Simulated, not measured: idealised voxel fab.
You're looking at the process module voxel ribs on slabs.
Displayed cross-section: cut, width of 190 nm, square cells sized 5 nm.
Just so we're on the same page, the cross-sections are grids of square cells, and they're listed out in bands top to bottom, each band one or more rows deep.
Basically the band line says how high the top is and how high the bottom is, in nm, and then what's in it from left to right, every material with its width in nm. Empty space shows up as "empty", and if a single material carries "everywhere" it runs the full band edge to edge.
For the purposes of this specification, 0 denotes the height below which the wafer in its as-received condition is composed wholly of one material, and the lowermost band, lacking a lower limit, extends downward without end, as expressed in "0 and below".
A width given as "30 to 40" starts at the first number in the band's top row and ends at the second number in its bottom row, shifting by an equal amount at every step from row to row.
It should be understood that the words "left unchanged", when stated for a given step, signify that the cross-section underwent no change in any of its cells during that step.
"Encapsulated voids" lists enclosed empty spaces (at least 8 cells, no open path upward to the top), each as width x height at distance from the left edge, in nm.
Step line, after settings: the simulator's comment on this step.
A step's line can hold "overlay nm"; with a mask on that step, the setting says how far right of the planned place the mask lay, while a negative setting says it lay to the left.
# These are the steps we planned for the process
1: RECEIVE [material Si]
2: DIRECTIONAL_DEP [material SiO2] [thk nm 25]
3: DIRECTIONAL_DEP [material polySi] [thk nm 15]
4: DIRECTIONAL_DEP [material aC] [thk nm 15]
5: PATTERN [tone cover] [mask id RIB] [material resist] [width nm 30] [thk nm 30] [overlay nm 0]
6: DIRECTIONAL_ETCH [etch materials aC] [depth nm 15]
7: STRIP [etch materials resist]
8: DIRECTIONAL_ETCH [etch materials polySi] [depth nm 10]
9: STRIP [etch materials aC]
10: DIRECTIONAL_DEP [material aC] [thk nm 10]
11: PATTERN [tone cover] [mask id SLAB] [material resist] [width nm 60] [thk nm 25] [overlay nm 0]
12: DIRECTIONAL_ETCH [etch materials aC] [depth nm 10]
13: STRIP [etch materials resist]
14: DIRECTIONAL_ETCH [etch materials polySi] [depth nm 5]
15: STRIP [etch materials aC]
16: FILL_DEP [material SiO2] [thk nm 15]
17: CMP [height nm 50]
18: DIRECTIONAL_DEP [material TiN] [thk nm 5]
19: DIRECTIONAL_DEP [material aC] [thk nm 10]
20: PATTERN [tone cover] [mask id HEATER] [material resist] [width nm 40] [thk nm 30] [overlay nm 0]
21: DIRECTIONAL_ETCH [etch materials aC] [depth nm 10]
22: STRIP [etch materials resist]
23: DIRECTIONAL_ETCH [etch materials TiN] [depth nm 5]
24: STRIP [etch materials aC]
25: CONFORMAL_DEP [material SiO2] [thk nm 5]
# Cross-section of the wafer as it came to us, i.e., already through step 1
  0 and below | Si everywhere
  Encapsulated voids: none
# First of two wafers: cross-section at end of module, run per plan
  60 down to 55 | empty=70; SiO2=50; empty=70
  55 down to 50 | SiO2=75; TiN=40; SiO2=75
  50 down to 40 | SiO2 everywhere
  40 down to 30 | SiO2=80; polySi=30; SiO2=80
  30 down to 25 | SiO2=65; polySi=60; SiO2=65
  25 down to 0 | SiO2 everywhere
  0 and below | Si everywhere
  Encapsulated voids: none
# Wafer two, sectioned after the module: the first wafer's start, the first wafer's plan, and one mistake in how it was run
  60 down to 55 | empty=70; SiO2=50; empty=70
  55 down to 50 | SiO2=75; TiN=40; SiO2=75
  50 down to 15 | SiO2 everywhere
  15 down to 0 | polySi everywhere
  0 and below | Si everywhere
  Encapsulated voids: none
Against the plan, the run slipped here: it was found that steps 2 and 3 of the process plan had been performed in exchanged positions
Wrapping up, a cell-based count of both wafers puts the second over or under the first for these materials: SiO2: 90 fewer | polySi: 90 more
